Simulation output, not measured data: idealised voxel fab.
process module | voxel quadruple lines
cross-section cut | 190 nm wide | cells 5 nm
A cross-section is a grid of square cells, given in bands from the top down. A band is one or more rows of cells.
Each band's line starts with the height of the band's top and of its bottom, in nm. Then come its materials from left to right, each with its width in nm. One material with "throughout" fills the band from edge to edge. "air" is empty space.
Height 0 is the level under which the wafer as received is all one material. The lowest band goes on downwards, as in "0 down".
A width such as "30 to 40" changes by the same amount from each row of cells to the next, from the band's top row to its bottom row.
"no change" after a step means that no cell of the cross-section changed.
closed voids: empty space of 8 cells or more with no open way to the top, each as width x height at its distance from the left edge, in nm
after a step's settings: what the simulator itself notes on the step
overlay nm, on a step with a mask: how far to the right of its planned place the mask lay; to the left if negative
plan
1 op RECEIVE | material Si
2 op CONFORMAL_DEP | material SiO2 | thk nm 10
3 op DIRECTIONAL_DEP | material W | thk nm 15
4 op DIRECTIONAL_DEP | material polySi | thk nm 15
5 op DIRECTIONAL_DEP | material aC | thk nm 25
6 op PATTERN | tone cover | mask id MANDREL | material resist | width nm 20 | pitch nm 60 | thk nm 30 | overlay nm 0
7 op DIRECTIONAL_ETCH | etch materials aC | depth nm 25
8 op STRIP | etch materials resist
9 op CONFORMAL_DEP | material SiO2 | thk nm 10
10 op DIRECTIONAL_ETCH | etch materials SiO2 | depth nm 10
11 op STRIP | etch materials aC
12 op DIRECTIONAL_ETCH | etch materials polySi | depth nm 15
13 op STRIP | etch materials SiO2
14 op CONFORMAL_DEP | material SiCN | thk nm 5
15 op DIRECTIONAL_ETCH | etch materials SiCN | depth nm 5
16 op STRIP | etch materials polySi
17 op DIRECTIONAL_ETCH | etch materials W | depth nm 15
18 op STRIP | etch materials SiCN
as received, after step 1
  0 down: Si throughout
  closed voids: none
first wafer at the end, as planned
  25 to 10: air 40 | W 5 | air 10 | W 5 | air 10 | W 5 | air 10 | W 5 | air 10 | W 5 | air 10 | W 5 | air 10 | W 5 | air 10 | W 5 | air 40
  10 to 0: SiO2 throughout
  0 down: Si throughout
  closed voids: none
second wafer at the end: like start, like plan, one mistake
  25 to 10: air 40 | W 5 | air 10 | W 5 | air 15 | W 5 | air 10 | W 5 | air 5 | W 5 | air 10 | W 5 | air 15 | W 5 | air 10 | W 5 | air 35
  10 to 0: SiO2 throughout
  0 down: Si throughout
  closed voids: none
what went wrong: step 6 ran as: op PATTERN | tone cover | mask id MANDREL | material resist | width nm 25 | pitch nm 60 | thk nm 30 | overlay nm 0
at the end the second wafer has, in cells: as many of each material as the first, in other places
